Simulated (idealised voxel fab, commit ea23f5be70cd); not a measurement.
process module | voxel self aligned vias
Xsec cut, 160 nm wide, square cell size 5 nm.
The cross-sections in this document take the form of a grid made of square cells. They are written out as bands, in order from top to bottom. Each band consists of one or more rows of cells. The band entry comprises the height of the band's top followed by the height of its bottom, expressed in nm, and subsequently the band's materials from left to right, each stated together with its width in nm. Where a single material is marked with the word "full width", that material fills the band from edge to edge. The word "air" represents empty space. The level at which height equals 0 is the one under which the wafer, as it arrives, is entirely one material. No lower edge exists for the bottom band, which continues downward and is notated as in "top 0, no bottom". When a width is written as two numbers, as in "30 to 40", the first number is the width in the top row of cells of the band and the second is the width in its bottom row, and the width changes by the same amount from each row to the next. Where a step carries "stayed the same", the cross-section came out of it unchanged, cell for cell. Reported under the label "Non-vented voids" are the empty spaces having no open way to the top and comprising 8 cells or more; the notation for each is width x height at distance, in which the distance is measured from the left edge and all three values are in nm. On a step's line, text after the settings is the simulator commenting on that step. The setting "overlay nm" may be written on the line of a step. When the step uses a mask, the value reports how far to the right of the planned place the mask lay, and a negative value reports that it lay to the left.

Below is the list of planned process steps
1: op RECEIVE | material Si
2: op CONFORMAL_DEP | material SiO2 | thk nm 15
3: op CONFORMAL_DEP | material SiCN | thk nm 5
4: op DIRECTIONAL_DEP | material lowk | thk nm 20
5: op MASKED_ETCH | tone open | mask id LINES | width nm 20 | pitch nm 45 | etch materials lowk | depth nm 20 | overlay nm 0
6: op CONFORMAL_DEP | material TiN | thk nm 5
7: op FILL_DEP | material W | thk nm 5
8: op CMP | height nm 40
9: op SELECTIVE_ETCH | etch materials W Ru TiN | depth nm 10
10: op FILL_DEP | material SiN | thk nm 5
11: op CMP | height nm 40
12: op DIRECTIONAL_DEP | material lowk | thk nm 15
13: op PATTERN | tone open | mask id VIAS | material resist | width nm 30 | pitch nm 45 | thk nm 20 | overlay nm -15
14: op DIRECTIONAL_ETCH | etch materials lowk | depth nm 15
15: op DIRECTIONAL_ETCH | etch materials SiN | depth nm 10
16: op STRIP | etch materials resist
17: op CONFORMAL_DEP | material TiN | thk nm 5
18: op FILL_DEP | material Ru | thk nm 5
19: op CMP | height nm 55
20: op CONFORMAL_DEP | material SiN | thk nm 5
The value of overlay nm given for step 13 in the plan refers to the first wafer; the wafers vary in this setting and are alike at the start.

Cross-section of the first incoming wafer of several, state after step 1
- top 0, no bottom = Si full width
- Non-vented voids: none

The cross-section of the first of several wafers is given below for the end of the module, after its final step, step 20
- top 60, bottom 55 = SiN full width
- top 55, bottom 45 = lowk 25; TiN 5; Ru 20; TiN 5; lowk 15; TiN 5; Ru 20; TiN 5; lowk 60
- top 45, bottom 40 = lowk 25; TiN 30; lowk 15; TiN 30; lowk 60
- top 40, bottom 30 = lowk 45; TiN 10; SiN 10; lowk 25; TiN 10; SiN 10; lowk 50
- top 30, bottom 25 = lowk 45; TiN 5; W 10; TiN 5; lowk 25; TiN 5; W 10; TiN 5; lowk 50
- top 25, bottom 20 = lowk 45; TiN 20; lowk 25; TiN 20; lowk 50
- top 20, bottom 15 = SiCN full width
- top 15, bottom 0 = SiO2 full width
- top 0, no bottom = Si full width
- Non-vented voids: none

End of module, last wafer sectioned
- top 60, bottom 55 = SiN full width
- top 55, bottom 45 = lowk 55; TiN 5; Ru 20; TiN 5; lowk 15; TiN 5; Ru 20; TiN 5; lowk 30
- top 45, bottom 40 = lowk 55; TiN 30; lowk 15; TiN 30; lowk 30
- top 40, bottom 30 = lowk 45; SiN 10; TiN 10; lowk 25; SiN 10; TiN 10; lowk 50
- top 30, bottom 25 = lowk 45; TiN 5; W 10; TiN 5; lowk 25; TiN 5; W 10; TiN 5; lowk 50
- top 25, bottom 20 = lowk 45; TiN 20; lowk 25; TiN 20; lowk 50
- top 20, bottom 15 = SiCN full width
- top 15, bottom 0 = SiO2 full width
- top 0, no bottom = Si full width
- Non-vented voids: none

Each row below is a wafer at the end of the module, listing for every material the number of cells it has gained (+) or lost (-) since it was received, followed by its closed voids
overlay nm -15 | +16 Ru | +32 SiCN | +40 SiN | +96 SiO2 | +40 TiN | +4 W | +156 lowk | Non-vented voids: none
overlay nm -10 | +20 Ru | +32 SiCN | +36 SiN | +96 SiO2 | +40 TiN | +4 W | +156 lowk | Non-vented voids: none
overlay nm -5 | +24 Ru | +32 SiCN | +32 SiN | +96 SiO2 | +40 TiN | +4 W | +156 lowk | Non-vented voids: none
overlay nm 0 | +24 Ru | +32 SiCN | +32 SiN | +96 SiO2 | +40 TiN | +4 W | +156 lowk | Non-vented voids: none
overlay nm 5 | +24 Ru | +32 SiCN | +32 SiN | +96 SiO2 | +40 TiN | +4 W | +156 lowk | Non-vented voids: none
overlay nm 10 | +20 Ru | +32 SiCN | +36 SiN | +96 SiO2 | +40 TiN | +4 W | +156 lowk | Non-vented voids: none
overlay nm 15 | +16 Ru | +32 SiCN | +40 SiN | +96 SiO2 | +40 TiN | +4 W | +156 lowk | Non-vented voids: none
